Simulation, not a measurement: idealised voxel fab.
process module | voxel gate over fins
cross-section cut | 230 nm wide | cells 5 nm
A cross-section is a grid of square cells, given in bands from the top down. A band is one or more rows of cells.
Each band's line starts with the height of the band's top and of its bottom, in nm. Then come its materials from left to right, each with its width in nm. One material with "throughout" fills the band from edge to edge. "air" is empty space.
Height 0 is the level under which the wafer as received is all one material. The lowest band goes on downwards, as in "0 down".
A width such as "30 to 40" changes by the same amount from each row of cells to the next, from the band's top row to its bottom row.
"no change" after a step means that no cell of the cross-section changed.
closed voids: empty space of 8 cells or more with no open way to the top, each as width x height at its distance from the left edge, in nm
after a step's settings: what the simulator itself notes on the step
overlay nm, on a step with a mask: how far to the right of its planned place the mask lay; to the left if negative
plan
1 op RECEIVE | material Si
2 op CONFORMAL_DEP | material SiN | thk nm 5
3 op PATTERN | tone cover | mask id FINS | material resist | width nm 15 | pitch nm 50 | thk nm 20 | overlay nm 0
4 op DIRECTIONAL_ETCH | etch materials SiN | depth nm 5
5 op DIRECTIONAL_ETCH | etch materials Si | depth nm 40
6 op STRIP | etch materials resist
7 op OXIDIZE | depth nm 5
8 op FILL_DEP | material SiO2 | thk nm 10
9 op CMP | height nm 5
10 op DIRECTIONAL_DEP | material aC | thk nm 10
11 op PATTERN | tone open | mask id RAIL | material resist | width nm 15 | thk nm 25 | overlay nm 0
12 op DIRECTIONAL_ETCH | etch materials aC | depth nm 10
13 op STRIP | etch materials resist
14 op DIRECTIONAL_ETCH | etch materials SiO2 | depth nm 40
15 op STRIP | etch materials aC
16 op CONFORMAL_DEP | material TiN | thk nm 5
17 op FILL_DEP | material W | thk nm 10
18 op CMP | height nm 5
19 op SELECTIVE_ETCH | etch materials W Ru TiN | depth nm 25
20 op FILL_DEP | material SiO2 | thk nm 5
21 op CMP | height nm 5
22 op SELECTIVE_ETCH | etch materials SiO2 | depth nm 20
23 op STRIP | etch materials SiN
24 op CONFORMAL_DEP | material HfO2 | thk nm 5
25 op CONFORMAL_DEP | material TiN | thk nm 5
26 op CONFORMAL_DEP | material TiAl | thk nm 5
27 op CONFORMAL_DEP | material TiN | thk nm 5
28 op FILL_DEP | material W | thk nm 15
29 op CMP | height nm 30
30 op CONFORMAL_DEP | material SiN | thk nm 5
as received, after step 1
  0 down: Si throughout
  closed voids: none
first wafer at the end, as planned
  35 to 30: SiN throughout
  30 to 20: W throughout
  20 to 15: W 65 | TiN 45 | W 5 | TiN 45 | W 70
  15 to 10: W 65 | TiN 5 | TiAl 35 | TiN 5 | W 5 | TiN 5 | TiAl 35 | TiN 5 | W 70
  10 to 5: W 65 | TiN 5 | TiAl 5 | TiN 25 | TiAl 5 | TiN 5 | W 5 | TiN 5 | TiAl 5 | TiN 25 | TiAl 5 | TiN 5 | W 70
  5 to 0: TiN 70 | TiAl 5 | TiN 5 | HfO2 15 | TiN 5 | TiAl 5 | TiN 15 | TiAl 5 | TiN 5 | HfO2 15 | TiN 5 | TiAl 5 | TiN 75
  0 to -5: TiAl 75 | TiN 5 | HfO2 5 | Si 5 | HfO2 5 | TiN 5 | TiAl 25 | TiN 5 | HfO2 5 | Si 5 | HfO2 5 | TiN 5 | TiAl 80
  -5 to -10: TiN 80 | HfO2 5 | Si 5 | HfO2 5 | TiN 35 | HfO2 5 | Si 5 | HfO2 5 | TiN 85
  -10 to -15: HfO2 85 | Si 5 | HfO2 45 | Si 5 | HfO2 90
  -15 to -20: SiO2 85 | Si 5 | SiO2 45 | Si 5 | SiO2 90
  -20 to -30: SiO2 85 | Si 5 | SiO2 15 | TiN 5 | W 5 | TiN 5 | SiO2 15 | Si 5 | SiO2 90
  -30 to -35: SiO2 85 | Si 5 | SiO2 15 | TiN 15 | SiO2 15 | Si 5 | SiO2 90
  -35 to -45: SiO2 85 | Si 5 | SiO2 45 | Si 5 | SiO2 90
  -45 down: Si throughout
  closed voids: none
second wafer at the end: like start, like plan, one mistake
  35 to 30: SiN throughout
  30 to 20: W throughout
  20 to 15: W 65 | TiN 45 | W 5 | TiN 45 | W 70
  15 to 10: W 65 | TiN 5 | TiAl 35 | TiN 5 | W 5 | TiN 5 | TiAl 35 | TiN 5 | W 70
  10 to 5: W 65 | TiN 5 | TiAl 5 | TiN 25 | TiAl 5 | TiN 5 | W 5 | TiN 5 | TiAl 5 | TiN 25 | TiAl 5 | TiN 5 | W 70
  5 to 0: TiN 70 | TiAl 5 | TiN 5 | HfO2 15 | TiN 5 | TiAl 5 | TiN 15 | TiAl 5 | TiN 5 | HfO2 15 | TiN 5 | TiAl 5 | TiN 75
  0 to -5: TiAl 75 | TiN 5 | HfO2 5 | Si 5 | HfO2 5 | TiN 5 | TiAl 25 | TiN 5 | HfO2 5 | Si 5 | HfO2 5 | TiN 5 | TiAl 80
  -5 to -10: TiN 80 | HfO2 5 | Si 5 | HfO2 5 | TiN 35 | HfO2 5 | Si 5 | HfO2 5 | TiN 85
  -10 to -15: HfO2 85 | Si 5 | HfO2 45 | Si 5 | HfO2 90
  -15 to -20: SiO2 85 | Si 5 | SiO2 45 | Si 5 | SiO2 90
  -20 to -30: SiO2 85 | Si 5 | SiO2 15 | TiN 5 | W 5 | TiN 5 | SiO2 15 | Si 5 | SiO2 90
  -30 to -35: SiO2 85 | Si 5 | SiO2 15 | TiN 15 | SiO2 15 | Si 5 | SiO2 90
  -35 to -55: SiO2 85 | Si 5 | SiO2 45 | Si 5 | SiO2 90
  -55 down: Si throughout
  closed voids: none
what went wrong: step 5 ran as: op DIRECTIONAL_ETCH | etch materials Si | depth nm 50
at the end the second wafer has, in cells: 88 fewer of Si | 88 more of SiO2
